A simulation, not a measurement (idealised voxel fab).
This is a process module. Its name is voxel self aligned contacts.
Cross-section cut spans 165 nm and uses square cells 5 nm in size.
If you're reading a cross-section in this doc, picture square cells in a grid; it comes to you as bands, top ones listed first down to the bottom, and a band can be one or more rows of cells.
What a band's entry tells you: where the top is and where the bottom is, as heights in nm, and after that what lies inside, material by material from left to right, each with its width in nm. Empty space is written as the word "air", and a single material marked with the word "throughout" occupies the band from edge to edge.
Heights are measured from 0, the level below which the as-received wafer is all one material; the lowest band has no bottom and continues downward, written as in "from 0 down".
With a width like "30..40", each row of cells in the band differs from the next by the same amount, the top row carrying the first number and the bottom row the second.
Key: "same as before" - step with no changed cell in the cross-section.
Closed-off voids of 8+ cells (no open route to the top) go in "Completely sealed voids", written width x height at distance from the left edge, in nm.
Formally, on a step line, whatever follows the settings is a remark that the simulator itself makes on the step.
overlay nm: mask offset rightward from planned place, masked step; negative means leftward offset.

## Steps planned for the process
1: RECEIVE,material Si
2: CONFORMAL_DEP,material SiO2,thk nm 5
3: DIRECTIONAL_DEP,material polySi,thk nm 30
4: DIRECTIONAL_DEP,material SiN,thk nm 15
5: MASKED_ETCH,tone cover,mask id GATE,width nm 35,pitch nm 70,etch materials SiN,depth nm 15,overlay nm 0
6: MASKED_ETCH,tone cover,mask id GATE,width nm 35,pitch nm 70,etch materials polySi,depth nm 30,overlay nm 0
7: CONFORMAL_DEP,material SiN,thk nm 5
8: DIRECTIONAL_ETCH,etch materials SiN,depth nm 5
9: FILL_DEP,material SiO2,thk nm 15
10: CMP,height nm 55
11: MASKED_ETCH,tone open,mask id CONTACT,width nm 45,etch materials SiO2,depth nm 55,overlay nm 0
12: CONFORMAL_DEP,material TiN,thk nm 5
13: FILL_DEP,material Ru,thk nm 10
14: CMP,height nm 55
15: CONFORMAL_DEP,material SiCN,thk nm 5

## First of two wafers, with the run carried out as planned

## Wafer as received: cross-section following step 1
> from 0 down = Si throughout
> Completely sealed voids: none

## How the wafer stands in section after step 2
> from 5 to 0 = SiO2 throughout
> Below 0, no change.

## How the wafer stands in section after step 3
> from 35 to 5 = polySi throughout
> Below 5, no change.

## How the wafer stands in section after step 4
> from 50 to 35 = SiN throughout
> Below 35, no change.

## How the wafer stands in section after step 5
> from 50 to 35 = air 30 nm  SiN 35 nm  air 35 nm  SiN 35 nm  air 30 nm
> Below 35, no change.

## How the wafer stands in section after step 6
> from 50 to 35 = air 30 nm  SiN 35 nm  air 35 nm  SiN 35 nm  air 30 nm
> from 35 to 5 = air 30 nm  polySi 35 nm  air 35 nm  polySi 35 nm  air 30 nm
> Below 5, no change.

## How the wafer stands in section after step 7
> from 55 to 35 = air 25 nm  SiN 45 nm  air 25 nm  SiN 45 nm  air 25 nm
> from 35 to 10 = air 25 nm  SiN 5 nm  polySi 35 nm  SiN 5 nm  air 25 nm  SiN 5 nm  polySi 35 nm  SiN 5 nm  air 25 nm
> from 10 to 5 = SiN 30 nm  polySi 35 nm  SiN 35 nm  polySi 35 nm  SiN 30 nm
> Below 5, no change.

## How the wafer stands in section after step 8
> from 50 to 35 = air 25 nm  SiN 45 nm  air 25 nm  SiN 45 nm  air 25 nm
> from 35 to 5 = air 25 nm  SiN 5 nm  polySi 35 nm  SiN 5 nm  air 25 nm  SiN 5 nm  polySi 35 nm  SiN 5 nm  air 25 nm
> Below 5, no change.

## How the wafer stands in section after step 9
> from 65 to 50 = SiO2 throughout
> from 50 to 35 = SiO2 25 nm  SiN 45 nm  SiO2 25 nm  SiN 45 nm  SiO2 25 nm
> from 35 to 5 = SiO2 25 nm  SiN 5 nm  polySi 35 nm  SiN 5 nm  SiO2 25 nm  SiN 5 nm  polySi 35 nm  SiN 5 nm  SiO2 25 nm
> Below 5, no change.

## How the wafer stands in section after step 10
> from 55 to 50 = SiO2 throughout
> Below 50, no change.

## How the wafer stands in section after step 11
> from 55 to 50 = SiO2 60 nm  air 45 nm  SiO2 60 nm
> from 50 to 35 = SiO2 25 nm  SiN 45 nm  air 25 nm  SiN 45 nm  SiO2 25 nm
> from 35 to 5 = SiO2 25 nm  SiN 5 nm  polySi 35 nm  SiN 5 nm  air 25 nm  SiN 5 nm  polySi 35 nm  SiN 5 nm  SiO2 25 nm
> from 5 to 0 = SiO2 70 nm  air 25 nm  SiO2 70 nm
> Below 0, no change.

## How the wafer stands in section after step 12
> from 60 to 55 = TiN 65 nm  air 35 nm  TiN 65 nm
> from 55 to 50 = SiO2 60 nm  TiN 15 nm  air 15 nm  TiN 15 nm  SiO2 60 nm
> from 50 to 35 = SiO2 25 nm  SiN 45 nm  TiN 5 nm  air 15 nm  TiN 5 nm  SiN 45 nm  SiO2 25 nm
> from 35 to 5 = SiO2 25 nm  SiN 5 nm  polySi 35 nm  SiN 5 nm  TiN 5 nm  air 15 nm  TiN 5 nm  SiN 5 nm  polySi 35 nm  SiN 5 nm  SiO2 25 nm
> from 5 to 0 = SiO2 70 nm  TiN 25 nm  SiO2 70 nm
> Below 0, no change.

## How the wafer stands in section after step 13
> from 70 to 60 = Ru throughout
> from 60 to 55 = TiN 65 nm  Ru 35 nm  TiN 65 nm
> from 55 to 50 = SiO2 60 nm  TiN 15 nm  Ru 15 nm  TiN 15 nm  SiO2 60 nm
> from 50 to 35 = SiO2 25 nm  SiN 45 nm  TiN 5 nm  Ru 15 nm  TiN 5 nm  SiN 45 nm  SiO2 25 nm
> from 35 to 5 = SiO2 25 nm  SiN 5 nm  polySi 35 nm  SiN 5 nm  TiN 5 nm  Ru 15 nm  TiN 5 nm  SiN 5 nm  polySi 35 nm  SiN 5 nm  SiO2 25 nm
> Below 5, no change.

## How the wafer stands in section after step 14
> from 55 to 50 = SiO2 60 nm  TiN 15 nm  Ru 15 nm  TiN 15 nm  SiO2 60 nm
> Below 50, no change.

## How the wafer stands in section after step 15
> from 60 to 55 = SiCN throughout
> Below 55, no change.

## Second of two: same start, same plan, one run error; steps up to and including 5 match the first

## Second wafer profile in section, at the moment step 6 of the plan was meant to be complete
> from 50 to 35 = air 30 nm  SiN 35 nm  air 35 nm  SiN 35 nm  air 30 nm
> from 35 to 10 = air 30 nm  polySi 35 nm  air 35 nm  polySi 35 nm  air 30 nm
> Below 10, no change.

## Second wafer profile in section, at the moment step 7 of the plan was meant to be complete
> from 55 to 35 = air 25 nm  SiN 45 nm  air 25 nm  SiN 45 nm  air 25 nm
> from 35 to 15 = air 25 nm  SiN 5 nm  polySi 35 nm  SiN 5 nm  air 25 nm  SiN 5 nm  polySi 35 nm  SiN 5 nm  air 25 nm
> from 15 to 10 = SiN 30 nm  polySi 35 nm  SiN 35 nm  polySi 35 nm  SiN 30 nm
> Below 10, no change.

## Second wafer profile in section, at the moment step 8 of the plan was meant to be complete
> from 50 to 35 = air 25 nm  SiN 45 nm  air 25 nm  SiN 45 nm  air 25 nm
> from 35 to 10 = air 25 nm  SiN 5 nm  polySi 35 nm  SiN 5 nm  air 25 nm  SiN 5 nm  polySi 35 nm  SiN 5 nm  air 25 nm
> Below 10, no change.

## Second wafer profile in section, at the moment step 9 of the plan was meant to be complete
> from 65 to 50 = SiO2 throughout
> from 50 to 35 = SiO2 25 nm  SiN 45 nm  SiO2 25 nm  SiN 45 nm  SiO2 25 nm
> from 35 to 10 = SiO2 25 nm  SiN 5 nm  polySi 35 nm  SiN 5 nm  SiO2 25 nm  SiN 5 nm  polySi 35 nm  SiN 5 nm  SiO2 25 nm
> Below 10, no change.

## Second wafer profile in section, at the moment step 10 of the plan was meant to be complete
> from 55 to 50 = SiO2 throughout
> Below 50, no change.

## Second wafer profile in section, at the moment step 11 of the plan was meant to be complete
> from 55 to 50 = SiO2 60 nm  air 45 nm  SiO2 60 nm
> from 50 to 35 = SiO2 25 nm  SiN 45 nm  air 25 nm  SiN 45 nm  SiO2 25 nm
> from 35 to 10 = SiO2 25 nm  SiN 5 nm  polySi 35 nm  SiN 5 nm  air 25 nm  SiN 5 nm  polySi 35 nm  SiN 5 nm  SiO2 25 nm
> Below 10, no change.

## Second wafer profile in section, at the moment step 12 of the plan was meant to be complete
> from 60 to 55 = TiN 65 nm  air 35 nm  TiN 65 nm
> from 55 to 50 = SiO2 60 nm  TiN 15 nm  air 15 nm  TiN 15 nm  SiO2 60 nm
> from 50 to 35 = SiO2 25 nm  SiN 45 nm  TiN 5 nm  air 15 nm  TiN 5 nm  SiN 45 nm  SiO2 25 nm
> from 35 to 15 = SiO2 25 nm  SiN 5 nm  polySi 35 nm  SiN 5 nm  TiN 5 nm  air 15 nm  TiN 5 nm  SiN 5 nm  polySi 35 nm  SiN 5 nm  SiO2 25 nm
> from 15 to 10 = SiO2 25 nm  SiN 5 nm  polySi 35 nm  SiN 5 nm  TiN 25 nm  SiN 5 nm  polySi 35 nm  SiN 5 nm  SiO2 25 nm
> Below 10, no change.

## Second wafer profile in section, at the moment step 13 of the plan was meant to be complete
> from 70 to 60 = Ru throughout
> from 60 to 55 = TiN 65 nm  Ru 35 nm  TiN 65 nm
> from 55 to 50 = SiO2 60 nm  TiN 15 nm  Ru 15 nm  TiN 15 nm  SiO2 60 nm
> from 50 to 35 = SiO2 25 nm  SiN 45 nm  TiN 5 nm  Ru 15 nm  TiN 5 nm  SiN 45 nm  SiO2 25 nm
> from 35 to 15 = SiO2 25 nm  SiN 5 nm  polySi 35 nm  SiN 5 nm  TiN 5 nm  Ru 15 nm  TiN 5 nm  SiN 5 nm  polySi 35 nm  SiN 5 nm  SiO2 25 nm
> Below 15, no change.

## Second wafer profile in section, at the moment step 14 of the plan was meant to be complete
> from 55 to 50 = SiO2 60 nm  TiN 15 nm  Ru 15 nm  TiN 15 nm  SiO2 60 nm
> Below 50, no change.

## Second wafer profile in section, at the moment step 15 of the plan was meant to be complete
> from 60 to 55 = SiCN throughout
> Below 55, no change.
Deviation noted in wafer processing: step 6 did not use the planned setting and instead ran as MASKED_ETCH,tone cover,mask id GATE,width nm 35,pitch nm 70,etch materials polySi,depth nm 25,overlay nm 0
Final tally in cells, some materials are higher or lower on the second wafer than on the first: Ru -6 | SiN -4 | SiO2 -5 | TiN -4 | polySi +19
